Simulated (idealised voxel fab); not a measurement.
process module | voxel trench capacitor
cross-section cut | 205 nm wide | cells 5 nm
A cross-section is a grid of square cells, given in bands from the top down. A band is one or more rows of cells.
Each band's line starts with the height of the band's top and of its bottom, in nm. Then come its materials from left to right, each with its width in nm. One material with "throughout" fills the band from edge to edge. "air" is empty space.
Height 0 is the level under which the wafer as received is all one material. The lowest band goes on downwards, as in "0 down".
A width such as "30 to 40" changes by the same amount from each row of cells to the next, from the band's top row to its bottom row.
"no change" after a step means that no cell of the cross-section changed.
closed voids: empty space of 8 cells or more with no open way to the top, each as width x height at its distance from the left edge, in nm
after a step's settings: what the simulator itself notes on the step
overlay nm, on a step with a mask: how far to the right of its planned place the mask lay; to the left if negative
plan
1 op RECEIVE | material Si
2 op CONFORMAL_DEP | material SiN | thk nm 10
3 op DIRECTIONAL_DEP | material aC | thk nm 15
4 op PATTERN | tone open | mask id TRENCH | material resist | width nm 25 | pitch nm 50 | thk nm 35 | overlay nm 0
5 op DIRECTIONAL_ETCH | etch materials aC | depth nm 15
6 op STRIP | etch materials resist
7 op DIRECTIONAL_ETCH | etch materials SiN | depth nm 10
8 op DIRECTIONAL_ETCH | etch materials Si | depth nm 25
9 op STRIP | etch materials aC
10 op CONFORMAL_DEP | material SiO2 | thk nm 5
11 op FILL_DEP | material polySi | thk nm 10
12 op CMP | height nm 10
as received, after step 1
  0 down: Si throughout
  closed voids: none
first wafer at the end, as planned
  10 to 0: SiN 40 | SiO2 5 | polySi 15 | SiO2 5 | SiN 25 | SiO2 5 | polySi 15 | SiO2 5 | SiN 25 | SiO2 5 | polySi 15 | SiO2 5 | SiN 40
  0 to -20: Si 40 | SiO2 5 | polySi 15 | SiO2 5 | Si 25 | SiO2 5 | polySi 15 | SiO2 5 | Si 25 | SiO2 5 | polySi 15 | SiO2 5 | Si 40
  -20 to -25: Si 40 | SiO2 25 | Si 25 | SiO2 25 | Si 25 | SiO2 25 | Si 40
  -25 down: Si throughout
  closed voids: none
second wafer at the end: like start, like plan, one mistake
  10 to 0: SiN 40 | SiO2 5 | polySi 15 | SiO2 5 | SiN 25 | SiO2 5 | polySi 15 | SiO2 5 | SiN 25 | SiO2 5 | polySi 15 | SiO2 5 | SiN 40
  0 to -45: Si 40 | SiO2 5 | polySi 15 | SiO2 5 | Si 25 | SiO2 5 | polySi 15 | SiO2 5 | Si 25 | SiO2 5 | polySi 15 | SiO2 5 | Si 40
  -45 to -50: Si 40 | SiO2 25 | Si 25 | SiO2 25 | Si 25 | SiO2 25 | Si 40
  -50 down: Si throughout
  closed voids: none
what went wrong: step 8 was run twice
at the end the second wafer has, in cells: 75 fewer of Si | 30 more of SiO2 | 45 more of polySi
